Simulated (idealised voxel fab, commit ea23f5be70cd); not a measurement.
The following is a process module called voxel spacer lines.
Shown is cross-section cut, with a width of 235 nm and square cells of size 5 nm.
In this document a cross-section is written as a grid of square cells. It is given as a series of bands, listed from the top down, and a band is one or more rows of cells. Quick guide to a band line: top height, bottom height (nm) up front; then every material left to right with its width in nm. Only one material and it's marked "edge to edge"? Then it fills the band edge to edge. And "air" just means empty space. Below 0: as-received wafer, all one material; heights counted from there. Lowest band: no bottom, goes on down, written "from 0 down". When a width is written as two numbers, as in "30..40", the first number is the width in the top row of cells of the band and the second is the width in its bottom row, and the width changes by the same amount from each row to the next. Basically "nothing was modified" means that step didn't change any cell in the cross-section. You'll see "Fully closed voids" listing empty spaces that have no way open to the top, as long as they're 8 cells or more; the notation is width x height at distance, where the distance is from the left edge, and all of it is in nm. Formally, on a step line, whatever follows the settings is a remark that the simulator itself makes on the step. For masked steps, "overlay nm" on the step line gives how far right of plan the mask actually lay; a minus sign means it lay to the left.
-- Process steps foreseen in the plan
1. RECEIVE | material Si
2. CONFORMAL_DEP | material Al2O3 | thk nm 10
3. DIRECTIONAL_DEP | material SiN | thk nm 15
4. DIRECTIONAL_DEP | material polySi | thk nm 20
5. PATTERN | tone cover | mask id MANDREL | material resist | width nm 20 | pitch nm 70 | thk nm 25 | overlay nm 0
6. DIRECTIONAL_ETCH | etch materials polySi | depth nm 20
7. STRIP | etch materials resist
8. CONFORMAL_DEP | material SiO2 | thk nm 15
9. DIRECTIONAL_ETCH | etch materials SiO2 | depth nm 15
10. STRIP | etch materials polySi
11. DIRECTIONAL_ETCH | etch materials SiN | depth nm 15
12. STRIP | etch materials SiO2
13. FILL_DEP | material lowk | thk nm 5
14. CMP | height nm 25
-- Here's what the wafer looked like in cross-section when it arrived - that's after step 1
  from 0 down  Si edge to edge
  Fully closed voids: none
-- Wafer at module end, in section. Began as above, planned as above, run with one mistake
  from 25 to 10  lowk edge to edge
  from 10 to 0  Al2O3 edge to edge
  from 0 down  Si edge to edge
  Fully closed voids: none
The plan and the run diverged here: step 3 ran differently from the plan; actual operation with settings: DIRECTIONAL_DEP | material lowk | thk nm 15
